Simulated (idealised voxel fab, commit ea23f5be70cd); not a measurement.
The process module presented herein is designated voxel wiring stack.
The cross-section on display is named cut; it measures 275 nm wide, and its cells are 5 nm squares.
How to read a cross-section here: the picture is a grid of square cells, written as bands going from the top down, and any band can span one or more rows of cells.
Each band's line starts with the height of the band's top and of its bottom, in nm. Then come its materials from left to right, each with its width in nm. One material with "all across" fills the band from edge to edge. "empty" is empty space.
Heights are reckoned from 0. Under this level, the received wafer is all of one material. The bottommost band is open-ended downward, for example "0 nm and below".
The two numbers in a width such as "30..40" mark its ends across the band: the first belongs to the top row of cells, the second to the bottom row, and from each row to the next the width moves by the same amount.
A step reported as "remains unaltered" is a step in which no cell of the cross-section changed.
The label "Closed void list" introduces a list of the empty spaces, 8 cells or larger, that have no open way up to the top; each entry in it reads width x height at distance, where the distance is taken from the left edge and all three are stated in nm.
Whatever follows a step's settings on its line is a remark the simulator itself makes about that step.
Each step line may optionally specify "overlay nm", which for a step with a mask gives the rightward distance between the mask's planned place and where it lay, a negative value indicating the leftward direction.

## These are the steps we planned for the process
1) RECEIVE [material Si]
2) CONFORMAL_DEP [material SiO2] [thk nm 10]
3) DIRECTIONAL_DEP [material TiN] [thk nm 5]
4) DIRECTIONAL_DEP [material Ru] [thk nm 20]
5) DIRECTIONAL_DEP [material aC] [thk nm 10]
6) PATTERN [tone cover] [mask id METAL_1] [material resist] [width nm 25] [pitch nm 40] [thk nm 25] [overlay nm 0]
7) DIRECTIONAL_ETCH [etch materials aC] [depth nm 10]
8) STRIP [etch materials resist]
9) DIRECTIONAL_ETCH [etch materials Ru] [depth nm 20]
10) DIRECTIONAL_ETCH [etch materials TiN] [depth nm 5]
11) STRIP [etch materials aC]
12) CONFORMAL_DEP [material SiN] [thk nm 5]
13) FILL_DEP [material lowk] [thk nm 5]
14) CMP [height nm 35]
15) CONFORMAL_DEP [material SiCN] [thk nm 5]
16) DIRECTIONAL_DEP [material lowk] [thk nm 20]
17) PATTERN [tone open] [mask id PLUG_1] [material resist] [width nm 15] [pitch nm 80] [thk nm 20] [overlay nm 0]
18) DIRECTIONAL_ETCH [etch materials lowk] [depth nm 20]
19) DIRECTIONAL_ETCH [etch materials SiCN] [depth nm 5]
20) STRIP [etch materials resist]
21) EPI [material Ru] [thk nm 10]
22) EPI [material Ru] [thk nm 10]
23) EPI [material Ru] [thk nm 5]
24) DIRECTIONAL_DEP [material TiN] [thk nm 5]
25) DIRECTIONAL_DEP [material W] [thk nm 25]
26) DIRECTIONAL_DEP [material aC] [thk nm 10]
27) PATTERN [tone cover] [mask id METAL_2] [material resist] [width nm 15] [pitch nm 40] [thk nm 30] [overlay nm 0]
28) DIRECTIONAL_ETCH [etch materials aC] [depth nm 10]
29) STRIP [etch materials resist]
30) DIRECTIONAL_ETCH [etch materials W] [depth nm 25]
31) DIRECTIONAL_ETCH [etch materials TiN] [depth nm 5]
32) STRIP [etch materials aC]
33) FILL_DEP [material lowk] [thk nm 10]
34) CMP [height nm 90]
35) CONFORMAL_DEP [material SiN] [thk nm 5]
The wafers are alike at the start. At step 27, their width nm differs. The plan lists the first wafer's value.

## Cross-section of the first of several wafers on receipt, reflecting completion of step 1
	0 nm and below: Si all across
	Closed void list: none

## Where each wafer stands at the end of the module, a row apiece: cells of each material gained (+) or lost (-) since it was received, then closed voids
width nm 15; +110 Ru; +49 SiCN; +122 SiN; +110 SiO2; +32 TiN; +60 W; +562 lowk; Closed void list: none
width nm 20; +110 Ru; +49 SiCN; +122 SiN; +110 SiO2; +36 TiN; +80 W; +538 lowk; Closed void list: none
width nm 25; +110 Ru; +49 SiCN; +122 SiN; +110 SiO2; +40 TiN; +100 W; +514 lowk; Closed void list: none
